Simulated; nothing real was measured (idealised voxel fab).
This section sets out a process module, namely voxel self aligned contacts.
Cross-section cut spans 180 nm and uses square cells 5 nm in size.
The cross-sections in this document take the form of a grid made of square cells. They are written out as bands, in order from top to bottom. Each band consists of one or more rows of cells.
Look at the band entry: it leads with the top's height and the bottom's height in nm. Then it lists the materials left to right, with a width in nm for each. The word "full width" on a single material says that material fills the band edge to edge. The word "empty" is empty space.
Basically, 0 is our baseline, since under it the wafer straight out of the box is all one material. The bottom band has no lower end and keeps on going down, so it looks like "z 0 and below".
A two-number width, for instance "30 to 40", indicates that the width is equal to the first number in the top row of the band and to the second number in the bottom row, and that it changes by a constant amount per row of cells.
Key: "stayed the same" - step with no changed cell in the cross-section.
Closed empty spaces (no open way to the top) of 8 cells or more are what "Closed void list" lists, each as width x height at distance from the left edge, nm for all three.
Past the settings on a step's line: simulator remark, on that step.
overlay nm: where the mask lay relative to plan, measured to the right, on steps with a mask; negatives go left.

## plan
| 1 | RECEIVE with material Si |
| 2 | CONFORMAL_DEP with material SiO2, thk nm 5 |
| 3 | DIRECTIONAL_DEP with material polySi, thk nm 20 |
| 4 | DIRECTIONAL_DEP with material SiN, thk nm 15 |
| 5 | PATTERN with tone cover, mask id GATE, material resist, width nm 30, pitch nm 60, thk nm 20, overlay nm 0 |
| 6 | DIRECTIONAL_ETCH with etch materials SiN, depth nm 15 |
| 7 | DIRECTIONAL_ETCH with etch materials polySi, depth nm 20 |
| 8 | STRIP with etch materials resist |
| 9 | CONFORMAL_DEP with material SiN, thk nm 5 |
| 10 | DIRECTIONAL_ETCH with etch materials SiN, depth nm 5 |
| 11 | FILL_DEP with material SiO2, thk nm 15 |
| 12 | CMP with height nm 50 |
| 13 | PATTERN with tone open, mask id CONTACT, material resist, width nm 40, thk nm 15, overlay nm 0 |
| 14 | DIRECTIONAL_ETCH with etch materials SiO2, depth nm 50 |
| 15 | STRIP with etch materials resist |
| 16 | CONFORMAL_DEP with material TiN, thk nm 5 |
| 17 | FILL_DEP with material Ru, thk nm 10 |
| 18 | CMP with height nm 50 |
| 19 | CONFORMAL_DEP with material SiN, thk nm 5 |

## The first of two wafers, run as planned

## Received-state cross-section, reflecting completion of step 1
> z 0 and below: Si full width
> Closed void list: none

## Cross-section: wafer state after step 2
> z 5 to 0: SiO2 full width
> Nothing below the height 0 has changed.

## Cross-section: wafer state after step 3
> z 25 to 5: polySi full width
> Nothing below the height 5 has changed.

## Cross-section: wafer state after step 4
> z 40 to 25: SiN full width
> Nothing below the height 25 has changed.

## Cross-section: wafer state after step 5
> z 60 to 40: 45 nm empty  30 nm resist  30 nm empty  30 nm resist  45 nm empty
> Nothing below the height 40 has changed.

## Cross-section: wafer state after step 6
> z 60 to 40: 45 nm empty  30 nm resist  30 nm empty  30 nm resist  45 nm empty
> z 40 to 25: 45 nm empty  30 nm SiN  30 nm empty  30 nm SiN  45 nm empty
> Nothing below the height 25 has changed.

## Cross-section: wafer state after step 7
> z 60 to 40: 45 nm empty  30 nm resist  30 nm empty  30 nm resist  45 nm empty
> z 40 to 25: 45 nm empty  30 nm SiN  30 nm empty  30 nm SiN  45 nm empty
> z 25 to 5: 45 nm empty  30 nm polySi  30 nm empty  30 nm polySi  45 nm empty
> Nothing below the height 5 has changed.

## Cross-section: wafer state after step 8
> z 40 to 25: 45 nm empty  30 nm SiN  30 nm empty  30 nm SiN  45 nm empty
> Nothing below the height 25 has changed.

## Cross-section: wafer state after step 9
> z 45 to 25: 40 nm empty  40 nm SiN  20 nm empty  40 nm SiN  40 nm empty
> z 25 to 10: 40 nm empty  5 nm SiN  30 nm polySi  5 nm SiN  20 nm empty  5 nm SiN  30 nm polySi  5 nm SiN  40 nm empty
> z 10 to 5: 45 nm SiN  30 nm polySi  30 nm SiN  30 nm polySi  45 nm SiN
> Nothing below the height 5 has changed.

## Cross-section: wafer state after step 10
> z 40 to 25: 40 nm empty  40 nm SiN  20 nm empty  40 nm SiN  40 nm empty
> z 25 to 5: 40 nm empty  5 nm SiN  30 nm polySi  5 nm SiN  20 nm empty  5 nm SiN  30 nm polySi  5 nm SiN  40 nm empty
> Nothing below the height 5 has changed.

## Cross-section: wafer state after step 11
> z 55 to 40: SiO2 full width
> z 40 to 25: 40 nm SiO2  40 nm SiN  20 nm SiO2  40 nm SiN  40 nm SiO2
> z 25 to 5: 40 nm SiO2  5 nm SiN  30 nm polySi  5 nm SiN  20 nm SiO2  5 nm SiN  30 nm polySi  5 nm SiN  40 nm SiO2
> Nothing below the height 5 has changed.

## Cross-section: wafer state after step 12
> z 50 to 40: SiO2 full width
> Nothing below the height 40 has changed.

## Cross-section: wafer state after step 13
> z 65 to 50: 70 nm resist  40 nm empty  70 nm resist
> Nothing below the height 50 has changed.

## Cross-section: wafer state after step 14
> z 65 to 50: 70 nm resist  40 nm empty  70 nm resist
> z 50 to 40: 70 nm SiO2  40 nm empty  70 nm SiO2
> z 40 to 25: 40 nm SiO2  40 nm SiN  20 nm empty  40 nm SiN  40 nm SiO2
> z 25 to 5: 40 nm SiO2  5 nm SiN  30 nm polySi  5 nm SiN  20 nm empty  5 nm SiN  30 nm polySi  5 nm SiN  40 nm SiO2
> z 5 to 0: 80 nm SiO2  20 nm empty  80 nm SiO2
> Nothing below the height 0 has changed.

## Cross-section: wafer state after step 15
> z 50 to 40: 70 nm SiO2  40 nm empty  70 nm SiO2
> Nothing below the height 40 has changed.

## Cross-section: wafer state after step 16
> z 55 to 50: 75 nm TiN  30 nm empty  75 nm TiN
> z 50 to 40: 70 nm SiO2  5 to 15 nm TiN  30 to 10 nm empty  5 to 15 nm TiN  70 nm SiO2
> z 40 to 25: 40 nm SiO2  40 nm SiN  5 nm TiN  10 nm empty  5 nm TiN  40 nm SiN  40 nm SiO2
> z 25 to 5: 40 nm SiO2  5 nm SiN  30 nm polySi  5 nm SiN  5 nm TiN  10 nm empty  5 nm TiN  5 nm SiN  30 nm polySi  5 nm SiN  40 nm SiO2
> z 5 to 0: 80 nm SiO2  20 nm TiN  80 nm SiO2
> Nothing below the height 0 has changed.

## Cross-section: wafer state after step 17
> z 65 to 55: Ru full width
> z 55 to 50: 75 nm TiN  30 nm Ru  75 nm TiN
> z 50 to 40: 70 nm SiO2  5 to 15 nm TiN  30 to 10 nm Ru  5 to 15 nm TiN  70 nm SiO2
> z 40 to 25: 40 nm SiO2  40 nm SiN  5 nm TiN  10 nm Ru  5 nm TiN  40 nm SiN  40 nm SiO2
> z 25 to 5: 40 nm SiO2  5 nm SiN  30 nm polySi  5 nm SiN  5 nm TiN  10 nm Ru  5 nm TiN  5 nm SiN  30 nm polySi  5 nm SiN  40 nm SiO2
> Nothing below the height 5 has changed.

## Cross-section: wafer state after step 18
> z 50 to 40: 70 nm SiO2  5 to 15 nm TiN  30 to 10 nm Ru  5 to 15 nm TiN  70 nm SiO2
> Nothing below the height 40 has changed.

## Cross-section: wafer state after step 19
> z 55 to 50: SiN full width
> Nothing below the height 50 has changed.

## Second of two: same start, same plan, one run error; steps up to and including 3 match the first

## What the second wafer looks like in cross-section when step 4 should have wrapped up
> z 40 to 25: TiN full width
> Nothing below the height 25 has changed.

## What the second wafer looks like in cross-section when step 5 should have wrapped up
> z 60 to 40: 45 nm empty  30 nm resist  30 nm empty  30 nm resist  45 nm empty
> Nothing below the height 40 has changed.

What the second wafer looks like in cross-section when step 6 should have wrapped up: stayed the same

What the second wafer looks like in cross-section when step 7 should have wrapped up: stayed the same

## What the second wafer looks like in cross-section when step 8 should have wrapped up
> z 40 to 25: TiN full width
> Nothing below the height 25 has changed.

## What the second wafer looks like in cross-section when step 9 should have wrapped up
> z 45 to 40: SiN full width
> Nothing below the height 40 has changed.

## What the second wafer looks like in cross-section when step 10 should have wrapped up
> z 40 to 25: TiN full width
> Nothing below the height 25 has changed.

## What the second wafer looks like in cross-section when step 11 should have wrapped up
> z 55 to 40: SiO2 full width
> Nothing below the height 40 has changed.

## What the second wafer looks like in cross-section when step 12 should have wrapped up
> z 50 to 40: SiO2 full width
> Nothing below the height 40 has changed.

## What the second wafer looks like in cross-section when step 13 should have wrapped up
> z 65 to 50: 70 nm resist  40 nm empty  70 nm resist
> Nothing below the height 50 has changed.

## What the second wafer looks like in cross-section when step 14 should have wrapped up
> z 65 to 50: 70 nm resist  40 nm empty  70 nm resist
> z 50 to 40: 70 nm SiO2  40 nm empty  70 nm SiO2
> Nothing below the height 40 has changed.

## What the second wafer looks like in cross-section when step 15 should have wrapped up
> z 50 to 40: 70 nm SiO2  40 nm empty  70 nm SiO2
> Nothing below the height 40 has changed.

## What the second wafer looks like in cross-section when step 16 should have wrapped up
> z 55 to 50: 75 nm TiN  30 nm empty  75 nm TiN
> z 50 to 45: 70 nm SiO2  5 nm TiN  30 nm empty  5 nm TiN  70 nm SiO2
> z 45 to 40: 70 nm SiO2  40 nm TiN  70 nm SiO2
> Nothing below the height 40 has changed.

## What the second wafer looks like in cross-section when step 17 should have wrapped up
> z 65 to 55: Ru full width
> z 55 to 50: 75 nm TiN  30 nm Ru  75 nm TiN
> z 50 to 45: 70 nm SiO2  5 nm TiN  30 nm Ru  5 nm TiN  70 nm SiO2
> Nothing below the height 45 has changed.

## What the second wafer looks like in cross-section when step 18 should have wrapped up
> z 50 to 45: 70 nm SiO2  5 nm TiN  30 nm Ru  5 nm TiN  70 nm SiO2
> Nothing below the height 45 has changed.

## What the second wafer looks like in cross-section when step 19 should have wrapped up
> z 55 to 50: SiN full width
> Nothing below the height 50 has changed.
The mistake made against the process plan was this: step 4 was run on a setting that differed from the plan, and what really ran there is DIRECTIONAL_DEP with material TiN, thk nm 15
In the final state, the cell counts of the second wafer exceed or fall short of those of the first for the following materials: -16 Ru | -64 SiN | -108 SiO2 | +92 TiN | +96 polySi
